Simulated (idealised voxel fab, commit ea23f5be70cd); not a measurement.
The following process module bears the name voxel capacitor over wiring.
Section cut is 270 nm wide and gridded with 5 nm square cells.
Cross-sections here: square-cell grids, written as top-down lists of bands, a band being one or more rows of cells. Band: top height; bottom height; in nm. Then, left to right: material with width in nm, for each material. "all across": a single material spanning edge to edge. "empty": empty space. Zero point of the height axis is 0; under it, received wafer = one material. Lowest band: continues down indefinitely, "0 down". You'd read "30..40" like this: the band's top row of cells is as wide as the first number, its bottom row is as wide as the second, and going down, every row changes width by the same amount as the row before did. "no modification" (step): cross-section cells unchanged, all of them. The list in "Voids, enclosed" covers empty spaces of 8 cells or more that cannot reach the top through any open way, and it gives each as width x height at distance; the distance is from the left edge, and width, height and distance are in nm. Step line, after settings: the simulator's comment on this step. overlay nm: right-of-plan distance of the mask on a masked step; negative values mean left-of-plan.
[Below is the list of planned process steps]
| 1 | RECEIVE,material Si |
| 2 | CONFORMAL_DEP,material SiO2,thk nm 15 |
| 3 | CONFORMAL_DEP,material SiN,thk nm 5 |
| 4 | DIRECTIONAL_DEP,material lowk,thk nm 15 |
| 5 | PATTERN,tone open,mask id METAL_1,material resist,width nm 25,pitch nm 85,thk nm 15,overlay nm 0 |
| 6 | DIRECTIONAL_ETCH,etch materials lowk,depth nm 15 |
| 7 | DIRECTIONAL_ETCH,etch materials SiN,depth nm 5 |
| 8 | STRIP,etch materials resist |
| 9 | CONFORMAL_DEP,material TiN,thk nm 5 |
| 10 | FILL_DEP,material Cu,thk nm 10 |
| 11 | CMP,height nm 35 |
| 12 | CONFORMAL_DEP,material SiCN,thk nm 5 |
| 13 | DIRECTIONAL_DEP,material lowk,thk nm 20 |
| 14 | PATTERN,tone open,mask id PLUG_1,material resist,width nm 15,thk nm 15,overlay nm 0 |
| 15 | DIRECTIONAL_ETCH,etch materials lowk,depth nm 20 |
| 16 | DIRECTIONAL_ETCH,etch materials SiCN,depth nm 5 |
| 17 | STRIP,etch materials resist |
| 18 | EPI,material Ru,thk nm 10 |
| 19 | EPI,material Ru,thk nm 10 |
| 20 | EPI,material Ru,thk nm 5 |
| 21 | DIRECTIONAL_DEP,material TiN,thk nm 5 |
| 22 | DIRECTIONAL_DEP,material HfO2,thk nm 5 |
| 23 | DIRECTIONAL_DEP,material TiN,thk nm 10 |
| 24 | DIRECTIONAL_DEP,material aC,thk nm 10 |
| 25 | PATTERN,tone cover,mask id UPPER_PLATE,material resist,width nm 65,thk nm 30,overlay nm 0 |
| 26 | DIRECTIONAL_ETCH,etch materials aC,depth nm 10 |
| 27 | STRIP,etch materials resist |
| 28 | DIRECTIONAL_ETCH,etch materials TiN,depth nm 10 |
| 29 | DIRECTIONAL_ETCH,etch materials HfO2,depth nm 5 |
| 30 | STRIP,etch materials aC |
| 31 | DIRECTIONAL_DEP,material aC,thk nm 15 |
| 32 | PATTERN,tone cover,mask id LOWER_PLATE,material resist,width nm 75,thk nm 35,overlay nm 0 |
| 33 | DIRECTIONAL_ETCH,etch materials aC,depth nm 15 |
| 34 | STRIP,etch materials resist |
| 35 | DIRECTIONAL_ETCH,etch materials TiN,depth nm 5 |
| 36 | STRIP,etch materials aC |
| 37 | FILL_DEP,material SiO2,thk nm 20 |
| 38 | CMP,height nm 95 |
| 39 | DIRECTIONAL_DEP,material aC,thk nm 10 |
| 40 | PATTERN,tone open,mask id PLUG_2,material resist,width nm 15,thk nm 25,overlay nm 0 |
| 41 | DIRECTIONAL_ETCH,etch materials aC,depth nm 10 |
| 42 | STRIP,etch materials resist |
| 43 | DIRECTIONAL_ETCH,etch materials SiO2,depth nm 15 |
| 44 | STRIP,etch materials aC |
| 45 | CONFORMAL_DEP,material TiN,thk nm 5 |
| 46 | FILL_DEP,material Cu,thk nm 5 |
| 47 | CMP,height nm 95 |
| 48 | CONFORMAL_DEP,material SiCN,thk nm 5 |
[First wafer, two in total, run as planned]
[The cross-section here shows the wafer as received, i.e. in its state after step 1]
0 down | Si all across
Voids, enclosed: none
[Presented here is a cross-section of the wafer after step 2 has been performed]
15 to 0 | SiO2 all across
Anything lower than 0 is untouched.
[Presented here is a cross-section of the wafer after step 3 has been performed]
20 to 15 | SiN all across
Anything lower than 15 is untouched.
[Presented here is a cross-section of the wafer after step 4 has been performed]
35 to 20 | lowk all across
Anything lower than 20 is untouched.
[Presented here is a cross-section of the wafer after step 5 has been performed]
50 to 35 | resist: 80; empty: 25; resist: 60; empty: 25; resist: 80
Anything lower than 35 is untouched.
[Presented here is a cross-section of the wafer after step 6 has been performed]
50 to 35 | resist: 80; empty: 25; resist: 60; empty: 25; resist: 80
35 to 20 | lowk: 80; empty: 25; lowk: 60; empty: 25; lowk: 80
Anything lower than 20 is untouched.
[Presented here is a cross-section of the wafer after step 7 has been performed]
50 to 35 | resist: 80; empty: 25; resist: 60; empty: 25; resist: 80
35 to 20 | lowk: 80; empty: 25; lowk: 60; empty: 25; lowk: 80
20 to 15 | SiN: 80; empty: 25; SiN: 60; empty: 25; SiN: 80
Anything lower than 15 is untouched.
[Presented here is a cross-section of the wafer after step 8 has been performed]
35 to 20 | lowk: 80; empty: 25; lowk: 60; empty: 25; lowk: 80
Anything lower than 20 is untouched.
[Presented here is a cross-section of the wafer after step 9 has been performed]
40 to 35 | TiN: 85; empty: 15; TiN: 70; empty: 15; TiN: 85
35 to 20 | lowk: 80; TiN: 5; empty: 15; TiN: 5; lowk: 60; TiN: 5; empty: 15; TiN: 5; lowk: 80
20 to 15 | SiN: 80; TiN: 25; SiN: 60; TiN: 25; SiN: 80
Anything lower than 15 is untouched.
[Presented here is a cross-section of the wafer after step 10 has been performed]
50 to 40 | Cu all across
40 to 35 | TiN: 85; Cu: 15; TiN: 70; Cu: 15; TiN: 85
35 to 20 | lowk: 80; TiN: 5; Cu: 15; TiN: 5; lowk: 60; TiN: 5; Cu: 15; TiN: 5; lowk: 80
Anything lower than 20 is untouched.
[Presented here is a cross-section of the wafer after step 11 has been performed]
35 to 20 | lowk: 80; TiN: 5; Cu: 15; TiN: 5; lowk: 60; TiN: 5; Cu: 15; TiN: 5; lowk: 80
Anything lower than 20 is untouched.
[Presented here is a cross-section of the wafer after step 12 has been performed]
40 to 35 | SiCN all across
Anything lower than 35 is untouched.
[Presented here is a cross-section of the wafer after step 13 has been performed]
60 to 40 | lowk all across
Anything lower than 40 is untouched.
[Presented here is a cross-section of the wafer after step 14 has been performed]
75 to 60 | resist: 90; empty: 15; resist: 165
Anything lower than 60 is untouched.
[Presented here is a cross-section of the wafer after step 15 has been performed]
75 to 60 | resist: 90; empty: 15; resist: 165
60 to 40 | lowk: 90; empty: 15; lowk: 165
Anything lower than 40 is untouched.
[Presented here is a cross-section of the wafer after step 16 has been performed]
75 to 60 | resist: 90; empty: 15; resist: 165
60 to 40 | lowk: 90; empty: 15; lowk: 165
40 to 35 | SiCN: 90; empty: 15; SiCN: 165
Anything lower than 35 is untouched.
[Presented here is a cross-section of the wafer after step 17 has been performed]
60 to 40 | lowk: 90; empty: 15; lowk: 165
Anything lower than 40 is untouched.
[Presented here is a cross-section of the wafer after step 18 has been performed]
60 to 45 | lowk: 90; empty: 15; lowk: 165
45 to 40 | lowk: 90; Ru: 15; lowk: 165
40 to 35 | SiCN: 90; Ru: 15; SiCN: 165
Anything lower than 35 is untouched.
[Presented here is a cross-section of the wafer after step 19 has been performed]
60 to 55 | lowk: 90; empty: 15; lowk: 165
55 to 40 | lowk: 90; Ru: 15; lowk: 165
Anything lower than 40 is untouched.
[Presented here is a cross-section of the wafer after step 20 has been performed]
60 to 40 | lowk: 90; Ru: 15; lowk: 165
Anything lower than 40 is untouched.
[Presented here is a cross-section of the wafer after step 21 has been performed]
65 to 60 | TiN all across
Anything lower than 60 is untouched.
[Presented here is a cross-section of the wafer after step 22 has been performed]
70 to 65 | HfO2 all across
Anything lower than 65 is untouched.
[Presented here is a cross-section of the wafer after step 23 has been performed]
80 to 70 | TiN all across
Anything lower than 70 is untouched.
[Presented here is a cross-section of the wafer after step 24 has been performed]
90 to 80 | aC all across
Anything lower than 80 is untouched.
[Presented here is a cross-section of the wafer after step 25 has been performed]
120 to 90 | empty: 90; resist: 65; empty: 115
Anything lower than 90 is untouched.
[Presented here is a cross-section of the wafer after step 26 has been performed]
110 to 90 | empty: 90; resist: 65; empty: 115
90 to 80 | empty: 90; aC: 65; empty: 115
Anything lower than 80 is untouched.
[Presented here is a cross-section of the wafer after step 27 has been performed]
90 to 80 | empty: 90; aC: 65; empty: 115
Anything lower than 80 is untouched.
[Presented here is a cross-section of the wafer after step 28 has been performed]
90 to 80 | empty: 90; aC: 65; empty: 115
80 to 70 | empty: 90; TiN: 65; empty: 115
Anything lower than 70 is untouched.
[Presented here is a cross-section of the wafer after step 29 has been performed]
90 to 80 | empty: 90; aC: 65; empty: 115
80 to 70 | empty: 90; TiN: 65; empty: 115
70 to 65 | empty: 90; HfO2: 65; empty: 115
Anything lower than 65 is untouched.
[Presented here is a cross-section of the wafer after step 30 has been performed]
80 to 70 | empty: 90; TiN: 65; empty: 115
Anything lower than 70 is untouched.
[Presented here is a cross-section of the wafer after step 31 has been performed]
95 to 80 | empty: 90; aC: 65; empty: 115
80 to 70 | aC: 90; TiN: 65; aC: 115
70 to 65 | aC: 90; HfO2: 65; aC: 115
Anything lower than 65 is untouched.
[Presented here is a cross-section of the wafer after step 32 has been performed]
130 to 95 | empty: 85; resist: 75; empty: 110
95 to 80 | empty: 85; resist: 5; aC: 65; resist: 5; empty: 110
Anything lower than 80 is untouched.
[Presented here is a cross-section of the wafer after step 33 has been performed]
115 to 95 | empty: 85; resist: 75; empty: 110
95 to 80 | empty: 85; resist: 5; aC: 65; resist: 5; empty: 110
80 to 70 | empty: 85; aC: 5; TiN: 65; aC: 5; empty: 110
70 to 65 | empty: 85; aC: 5; HfO2: 65; aC: 5; empty: 110
Anything lower than 65 is untouched.
[Presented here is a cross-section of the wafer after step 34 has been performed]
95 to 80 | empty: 90; aC: 65; empty: 115
Anything lower than 80 is untouched.
[Presented here is a cross-section of the wafer after step 35 has been performed]
95 to 80 | empty: 90; aC: 65; empty: 115
80 to 70 | empty: 85; aC: 5; TiN: 65; aC: 5; empty: 110
70 to 65 | empty: 85; aC: 5; HfO2: 65; aC: 5; empty: 110
65 to 60 | empty: 85; TiN: 75; empty: 110
Anything lower than 60 is untouched.
[Presented here is a cross-section of the wafer after step 36 has been performed]
80 to 70 | empty: 90; TiN: 65; empty: 115
70 to 65 | empty: 90; HfO2: 65; empty: 115
Anything lower than 65 is untouched.
[Presented here is a cross-section of the wafer after step 37 has been performed]
100 to 80 | SiO2 all across
80 to 70 | SiO2: 90; TiN: 65; SiO2: 115
70 to 65 | SiO2: 90; HfO2: 65; SiO2: 115
65 to 60 | SiO2: 85; TiN: 75; SiO2: 110
Anything lower than 60 is untouched.
[Presented here is a cross-section of the wafer after step 38 has been performed]
95 to 80 | SiO2 all across
Anything lower than 80 is untouched.
[Presented here is a cross-section of the wafer after step 39 has been performed]
105 to 95 | aC all across
Anything lower than 95 is untouched.
[Presented here is a cross-section of the wafer after step 40 has been performed]
130 to 105 | resist: 100; empty: 15; resist: 155
Anything lower than 105 is untouched.
[Presented here is a cross-section of the wafer after step 41 has been performed]
120 to 105 | resist: 100; empty: 15; resist: 155
105 to 95 | aC: 100; empty: 15; aC: 155
Anything lower than 95 is untouched.
[Presented here is a cross-section of the wafer after step 42 has been performed]
105 to 95 | aC: 100; empty: 15; aC: 155
Anything lower than 95 is untouched.
[Presented here is a cross-section of the wafer after step 43 has been performed]
105 to 95 | aC: 100; empty: 15; aC: 155
95 to 80 | SiO2: 100; empty: 15; SiO2: 155
Anything lower than 80 is untouched.
[Presented here is a cross-section of the wafer after step 44 has been performed]
95 to 80 | SiO2: 100; empty: 15; SiO2: 155
Anything lower than 80 is untouched.
[Presented here is a cross-section of the wafer after step 45 has been performed]
100 to 95 | TiN: 105; empty: 5; TiN: 160
95 to 85 | SiO2: 100; TiN: 5; empty: 5; TiN: 5; SiO2: 155
85 to 80 | SiO2: 100; TiN: 15; SiO2: 155
Anything lower than 80 is untouched.
[Presented here is a cross-section of the wafer after step 46 has been performed]
105 to 100 | Cu all across
100 to 95 | TiN: 105; Cu: 5; TiN: 160
95 to 85 | SiO2: 100; TiN: 5; Cu: 5; TiN: 5; SiO2: 155
Anything lower than 85 is untouched.
[Presented here is a cross-section of the wafer after step 47 has been performed]
95 to 85 | SiO2: 100; TiN: 5; Cu: 5; TiN: 5; SiO2: 155
Anything lower than 85 is untouched.
[Presented here is a cross-section of the wafer after step 48 has been performed]
100 to 95 | SiCN all across
Anything lower than 95 is untouched.
[Second of two: same start, same plan, one run error; steps up to and including 24 match the first]
[Here is the second wafer in cross-section at the point where step 25 of the plan should have been done]
120 to 90 | empty: 95; resist: 60; empty: 115
Anything lower than 90 is untouched.
[Here is the second wafer in cross-section at the point where step 26 of the plan should have been done]
110 to 90 | empty: 95; resist: 60; empty: 115
90 to 80 | empty: 95; aC: 60; empty: 115
Anything lower than 80 is untouched.
[Here is the second wafer in cross-section at the point where step 27 of the plan should have been done]
90 to 80 | empty: 95; aC: 60; empty: 115
Anything lower than 80 is untouched.
[Here is the second wafer in cross-section at the point where step 28 of the plan should have been done]
90 to 80 | empty: 95; aC: 60; empty: 115
80 to 70 | empty: 95; TiN: 60; empty: 115
Anything lower than 70 is untouched.
[Here is the second wafer in cross-section at the point where step 29 of the plan should have been done]
90 to 80 | empty: 95; aC: 60; empty: 115
80 to 70 | empty: 95; TiN: 60; empty: 115
70 to 65 | empty: 95; HfO2: 60; empty: 115
Anything lower than 65 is untouched.
[Here is the second wafer in cross-section at the point where step 30 of the plan should have been done]
80 to 70 | empty: 95; TiN: 60; empty: 115
Anything lower than 70 is untouched.
[Here is the second wafer in cross-section at the point where step 31 of the plan should have been done]
95 to 80 | empty: 95; aC: 60; empty: 115
80 to 70 | aC: 95; TiN: 60; aC: 115
70 to 65 | aC: 95; HfO2: 60; aC: 115
Anything lower than 65 is untouched.
[Here is the second wafer in cross-section at the point where step 32 of the plan should have been done]
130 to 95 | empty: 85; resist: 75; empty: 110
95 to 80 | empty: 85; resist: 10; aC: 60; resist: 5; empty: 110
Anything lower than 80 is untouched.
[Here is the second wafer in cross-section at the point where step 33 of the plan should have been done]
115 to 95 | empty: 85; resist: 75; empty: 110
95 to 80 | empty: 85; resist: 10; aC: 60; resist: 5; empty: 110
80 to 70 | empty: 85; aC: 10; TiN: 60; aC: 5; empty: 110
70 to 65 | empty: 85; aC: 10; HfO2: 60; aC: 5; empty: 110
Anything lower than 65 is untouched.
[Here is the second wafer in cross-section at the point where step 34 of the plan should have been done]
95 to 80 | empty: 95; aC: 60; empty: 115
Anything lower than 80 is untouched.
[Here is the second wafer in cross-section at the point where step 35 of the plan should have been done]
95 to 80 | empty: 95; aC: 60; empty: 115
80 to 70 | empty: 85; aC: 10; TiN: 60; aC: 5; empty: 110
70 to 65 | empty: 85; aC: 10; HfO2: 60; aC: 5; empty: 110
65 to 60 | empty: 85; TiN: 75; empty: 110
Anything lower than 60 is untouched.
[Here is the second wafer in cross-section at the point where step 36 of the plan should have been done]
80 to 70 | empty: 95; TiN: 60; empty: 115
70 to 65 | empty: 95; HfO2: 60; empty: 115
Anything lower than 65 is untouched.
[Here is the second wafer in cross-section at the point where step 37 of the plan should have been done]
100 to 80 | SiO2 all across
80 to 70 | SiO2: 95; TiN: 60; SiO2: 115
70 to 65 | SiO2: 95; HfO2: 60; SiO2: 115
65 to 60 | SiO2: 85; TiN: 75; SiO2: 110
Anything lower than 60 is untouched.
[Here is the second wafer in cross-section at the point where step 38 of the plan should have been done]
95 to 80 | SiO2 all across
Anything lower than 80 is untouched.
[Here is the second wafer in cross-section at the point where step 39 of the plan should have been done]
105 to 95 | aC all across
Anything lower than 95 is untouched.
[Here is the second wafer in cross-section at the point where step 40 of the plan should have been done]
130 to 105 | resist: 100; empty: 15; resist: 155
Anything lower than 105 is untouched.
[Here is the second wafer in cross-section at the point where step 41 of the plan should have been done]
120 to 105 | resist: 100; empty: 15; resist: 155
105 to 95 | aC: 100; empty: 15; aC: 155
Anything lower than 95 is untouched.
[Here is the second wafer in cross-section at the point where step 42 of the plan should have been done]
105 to 95 | aC: 100; empty: 15; aC: 155
Anything lower than 95 is untouched.
[Here is the second wafer in cross-section at the point where step 43 of the plan should have been done]
105 to 95 | aC: 100; empty: 15; aC: 155
95 to 80 | SiO2: 100; empty: 15; SiO2: 155
Anything lower than 80 is untouched.
[Here is the second wafer in cross-section at the point where step 44 of the plan should have been done]
95 to 80 | SiO2: 100; empty: 15; SiO2: 155
Anything lower than 80 is untouched.
[Here is the second wafer in cross-section at the point where step 45 of the plan should have been done]
100 to 95 | TiN: 105; empty: 5; TiN: 160
95 to 85 | SiO2: 100; TiN: 5; empty: 5; TiN: 5; SiO2: 155
85 to 80 | SiO2: 100; TiN: 15; SiO2: 155
Anything lower than 80 is untouched.
[Here is the second wafer in cross-section at the point where step 46 of the plan should have been done]
105 to 100 | Cu all across
100 to 95 | TiN: 105; Cu: 5; TiN: 160
95 to 85 | SiO2: 100; TiN: 5; Cu: 5; TiN: 5; SiO2: 155
Anything lower than 85 is untouched.
[Here is the second wafer in cross-section at the point where step 47 of the plan should have been done]
95 to 85 | SiO2: 100; TiN: 5; Cu: 5; TiN: 5; SiO2: 155
Anything lower than 85 is untouched.
[Here is the second wafer in cross-section at the point where step 48 of the plan should have been done]
100 to 95 | SiCN all across
Anything lower than 95 is untouched.
Error vs. plan: contrary to plan, step 25 was performed as PATTERN,tone cover,mask id UPPER_PLATE,material resist,width nm 60,thk nm 30,overlay nm 0
Counted in cells at the end, the second wafer holds more or fewer of these materials than the first: -1 HfO2; +3 SiO2; -2 TiN
